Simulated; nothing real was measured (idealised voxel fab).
Herein follows the process module entitled voxel self aligned contacts.
In the cross-section labelled cut, the width is 175 nm and each square cell is 5 nm.
This document writes a cross-section as a grid whose cells are square, and gives it as bands, listed from the top down; one or more rows of cells form a band. Heads up on the band format: heights come first, top then bottom, in nm. After that it's the materials left to right, each with its width in nm. A single material flagged "full width" fills the whole band edge to edge, and "blank" means there's empty space there. Height 0 is the level under which the wafer as received is all one material. The lowest band goes on downwards, as in "0 and below". When a width is written as two numbers, as in "30 to 40", the first number is the width in the top row of cells of the band and the second is the width in its bottom row, and the width changes by the same amount from each row to the next. What does "no modifications" mean for a step? It means no cell of the cross-section changed in that step. Look at "Closed void table" for the closed voids: empty spaces with no open path to the top, sized 8 cells or up. Each is width x height at distance, distance from the left edge, all nm. Anything after a step's settings on that line? It's the simulator's own note about the step. You can add "overlay nm" to a step's line. For a step with a mask, it describes how far the mask lay to the right of its planned position, and a negative number describes a lay to the left.

STEPS IN THE PROCESS PLAN
1) RECEIVE, material Si
2) CONFORMAL_DEP, material SiO2, thk nm 5
3) DIRECTIONAL_DEP, material polySi, thk nm 25
4) DIRECTIONAL_DEP, material SiN, thk nm 15
5) DIRECTIONAL_DEP, material aC, thk nm 10
6) PATTERN, tone cover, mask id GATE, material resist, width nm 30, pitch nm 60, thk nm 30, overlay nm 0
7) DIRECTIONAL_ETCH, etch materials aC, depth nm 10
8) STRIP, etch materials resist
9) DIRECTIONAL_ETCH, etch materials SiN, depth nm 15
10) DIRECTIONAL_ETCH, etch materials polySi, depth nm 25
11) STRIP, etch materials aC
12) CONFORMAL_DEP, material SiN, thk nm 5
13) DIRECTIONAL_ETCH, etch materials SiN, depth nm 5
14) FILL_DEP, material SiO2, thk nm 15
15) CMP, height nm 55
16) DIRECTIONAL_DEP, material aC, thk nm 10
17) PATTERN, tone open, mask id CONTACT, material resist, width nm 40, thk nm 30, overlay nm 0
18) DIRECTIONAL_ETCH, etch materials aC, depth nm 10
19) STRIP, etch materials resist
20) DIRECTIONAL_ETCH, etch materials SiO2, depth nm 55
21) STRIP, etch materials aC
22) CONFORMAL_DEP, material TiN, thk nm 5
23) FILL_DEP, material Ru, thk nm 5
24) CMP, height nm 55
25) CONFORMAL_DEP, material SiCN, thk nm 5

FIRST WAFER, TWO IN TOTAL, RUN AS PLANNED

CROSS-SECTION, INCOMING MATERIAL, AFTER STEP 1
* 0 and below  Si full width
* Closed void table: none

CROSS-SECTION: WAFER STATE AFTER STEP 2
* 5 down to 0  SiO2 full width
* Unchanged below 0.

CROSS-SECTION: WAFER STATE AFTER STEP 3
* 30 down to 5  polySi full width
* Unchanged below 5.

CROSS-SECTION: WAFER STATE AFTER STEP 4
* 45 down to 30  SiN full width
* Unchanged below 30.

CROSS-SECTION: WAFER STATE AFTER STEP 5
* 55 down to 45  aC full width
* Unchanged below 45.

CROSS-SECTION: WAFER STATE AFTER STEP 6
* 85 down to 55  blank 40; resist 30; blank 30; resist 30; blank 45
* Unchanged below 55.

CROSS-SECTION: WAFER STATE AFTER STEP 7
* 75 down to 55  blank 40; resist 30; blank 30; resist 30; blank 45
* 55 down to 45  blank 40; aC 30; blank 30; aC 30; blank 45
* Unchanged below 45.

CROSS-SECTION: WAFER STATE AFTER STEP 8
* 55 down to 45  blank 40; aC 30; blank 30; aC 30; blank 45
* Unchanged below 45.

CROSS-SECTION: WAFER STATE AFTER STEP 9
* 55 down to 45  blank 40; aC 30; blank 30; aC 30; blank 45
* 45 down to 30  blank 40; SiN 30; blank 30; SiN 30; blank 45
* Unchanged below 30.

CROSS-SECTION: WAFER STATE AFTER STEP 10
* 55 down to 45  blank 40; aC 30; blank 30; aC 30; blank 45
* 45 down to 30  blank 40; SiN 30; blank 30; SiN 30; blank 45
* 30 down to 5  blank 40; polySi 30; blank 30; polySi 30; blank 45
* Unchanged below 5.

CROSS-SECTION: WAFER STATE AFTER STEP 11
* 45 down to 30  blank 40; SiN 30; blank 30; SiN 30; blank 45
* Unchanged below 30.

CROSS-SECTION: WAFER STATE AFTER STEP 12
* 50 down to 30  blank 35; SiN 40; blank 20; SiN 40; blank 40
* 30 down to 10  blank 35; SiN 5; polySi 30; SiN 5; blank 20; SiN 5; polySi 30; SiN 5; blank 40
* 10 down to 5  SiN 40; polySi 30; SiN 30; polySi 30; SiN 45
* Unchanged below 5.

CROSS-SECTION: WAFER STATE AFTER STEP 13
* 45 down to 30  blank 35; SiN 40; blank 20; SiN 40; blank 40
* 30 down to 5  blank 35; SiN 5; polySi 30; SiN 5; blank 20; SiN 5; polySi 30; SiN 5; blank 40
* Unchanged below 5.

CROSS-SECTION: WAFER STATE AFTER STEP 14
* 60 down to 45  SiO2 full width
* 45 down to 30  SiO2 35; SiN 40; SiO2 20; SiN 40; SiO2 40
* 30 down to 5  SiO2 35; SiN 5; polySi 30; SiN 5; SiO2 20; SiN 5; polySi 30; SiN 5; SiO2 40
* Unchanged below 5.

CROSS-SECTION: WAFER STATE AFTER STEP 15
* 55 down to 45  SiO2 full width
* Unchanged below 45.

CROSS-SECTION: WAFER STATE AFTER STEP 16
* 65 down to 55  aC full width
* Unchanged below 55.

CROSS-SECTION: WAFER STATE AFTER STEP 17
* 95 down to 65  resist 65; blank 40; resist 70
* Unchanged below 65.

CROSS-SECTION: WAFER STATE AFTER STEP 18
* 85 down to 65  resist 65; blank 40; resist 70
* 65 down to 55  aC 65; blank 40; aC 70
* Unchanged below 55.

CROSS-SECTION: WAFER STATE AFTER STEP 19
* 65 down to 55  aC 65; blank 40; aC 70
* Unchanged below 55.

CROSS-SECTION: WAFER STATE AFTER STEP 20
* 65 down to 55  aC 65; blank 40; aC 70
* 55 down to 45  SiO2 65; blank 40; SiO2 70
* 45 down to 30  SiO2 35; SiN 40; blank 20; SiN 40; SiO2 40
* 30 down to 5  SiO2 35; SiN 5; polySi 30; SiN 5; blank 20; SiN 5; polySi 30; SiN 5; SiO2 40
* 5 down to 0  SiO2 75; blank 20; SiO2 80
* Unchanged below 0.

CROSS-SECTION: WAFER STATE AFTER STEP 21
* 55 down to 45  SiO2 65; blank 40; SiO2 70
* Unchanged below 45.

CROSS-SECTION: WAFER STATE AFTER STEP 22
* 60 down to 55  TiN 70; blank 30; TiN 75
* 55 down to 45  SiO2 65; TiN 5 to 15; blank 30 to 10; TiN 5 to 15; SiO2 70
* 45 down to 30  SiO2 35; SiN 40; TiN 5; blank 10; TiN 5; SiN 40; SiO2 40
* 30 down to 5  SiO2 35; SiN 5; polySi 30; SiN 5; TiN 5; blank 10; TiN 5; SiN 5; polySi 30; SiN 5; SiO2 40
* 5 down to 0  SiO2 75; TiN 20; SiO2 80
* Unchanged below 0.

CROSS-SECTION: WAFER STATE AFTER STEP 23
* 65 down to 60  Ru full width
* 60 down to 55  TiN 70; Ru 30; TiN 75
* 55 down to 45  SiO2 65; TiN 5 to 15; Ru 30 to 10; TiN 5 to 15; SiO2 70
* 45 down to 30  SiO2 35; SiN 40; TiN 5; Ru 10; TiN 5; SiN 40; SiO2 40
* 30 down to 5  SiO2 35; SiN 5; polySi 30; SiN 5; TiN 5; Ru 10; TiN 5; SiN 5; polySi 30; SiN 5; SiO2 40
* Unchanged below 5.

CROSS-SECTION: WAFER STATE AFTER STEP 24
* 55 down to 45  SiO2 65; TiN 5 to 15; Ru 30 to 10; TiN 5 to 15; SiO2 70
* Unchanged below 45.

CROSS-SECTION: WAFER STATE AFTER STEP 25
* 60 down to 55  SiCN full width
* Unchanged below 55.

THE SECOND WAFER: IDENTICAL TO THE FIRST AT THE OUTSET AND IN ITS PLANNED SEQUENCE, DIFFERING ONLY IN THAT ONE MISTAKE WAS MADE DURING PROCESSING; UP TO AND INCLUDING STEP 16, ITS PATH IS THE FIRST WAFER'S PATH

SECOND WAFER AT THE PLANNED FINISH OF STEP 17, SEEN IN CROSS-SECTION
* 95 down to 65  blank 65; resist 40; blank 70
* Unchanged below 65.

SECOND WAFER AT THE PLANNED FINISH OF STEP 18, SEEN IN CROSS-SECTION
* 85 down to 65  blank 65; resist 40; blank 70
* 65 down to 55  blank 65; aC 40; blank 70
* Unchanged below 55.

SECOND WAFER AT THE PLANNED FINISH OF STEP 19, SEEN IN CROSS-SECTION
* 65 down to 55  blank 65; aC 40; blank 70
* Unchanged below 55.

SECOND WAFER AT THE PLANNED FINISH OF STEP 20, SEEN IN CROSS-SECTION
* 65 down to 55  blank 65; aC 40; blank 70
* 55 down to 45  blank 65; SiO2 40; blank 70
* 45 down to 30  blank 35; SiN 40; SiO2 20; SiN 40; blank 40
* 30 down to 5  blank 35; SiN 5; polySi 30; SiN 5; SiO2 20; SiN 5; polySi 30; SiN 5; blank 40
* 5 down to 0  blank 35; SiO2 100; blank 40
* Unchanged below 0.

SECOND WAFER AT THE PLANNED FINISH OF STEP 21, SEEN IN CROSS-SECTION
* 55 down to 45  blank 65; SiO2 40; blank 70
* Unchanged below 45.

SECOND WAFER AT THE PLANNED FINISH OF STEP 22, SEEN IN CROSS-SECTION
* 60 down to 55  blank 60; TiN 50; blank 65
* 55 down to 45  blank 60 to 30; TiN 5 to 35; SiO2 40; TiN 5 to 35; blank 65 to 35
* 45 down to 30  blank 30; TiN 5; SiN 40; SiO2 20; SiN 40; TiN 5; blank 35
* 30 down to 5  blank 30; TiN 5; SiN 5; polySi 30; SiN 5; SiO2 20; SiN 5; polySi 30; SiN 5; TiN 5; blank 35
* 5 down to 0  TiN 35; SiO2 100; TiN 40
* Unchanged below 0.

SECOND WAFER AT THE PLANNED FINISH OF STEP 23, SEEN IN CROSS-SECTION
* 65 down to 60  Ru full width
* 60 down to 55  Ru 60; TiN 50; Ru 65
* 55 down to 45  Ru 60 to 30; TiN 5 to 35; SiO2 40; TiN 5 to 35; Ru 65 to 35
* 45 down to 30  Ru 30; TiN 5; SiN 40; SiO2 20; SiN 40; TiN 5; Ru 35
* 30 down to 5  Ru 30; TiN 5; SiN 5; polySi 30; SiN 5; SiO2 20; SiN 5; polySi 30; SiN 5; TiN 5; Ru 35
* Unchanged below 5.

SECOND WAFER AT THE PLANNED FINISH OF STEP 24, SEEN IN CROSS-SECTION
* 55 down to 45  Ru 60 to 30; TiN 5 to 35; SiO2 40; TiN 5 to 35; Ru 65 to 35
* Unchanged below 45.

SECOND WAFER AT THE PLANNED FINISH OF STEP 25, SEEN IN CROSS-SECTION
* 60 down to 55  SiCN full width
* Unchanged below 55.
Plan not followed: step 17 was processed under conditions differing from the plan, specifically as PATTERN, tone cover, mask id CONTACT, material resist, width nm 40, thk nm 30, overlay nm 0
The closing comparison, in cells, has the second wafer with more or fewer of some materials than the first: 118 more of Ru; 137 fewer of SiO2; 19 more of TiN
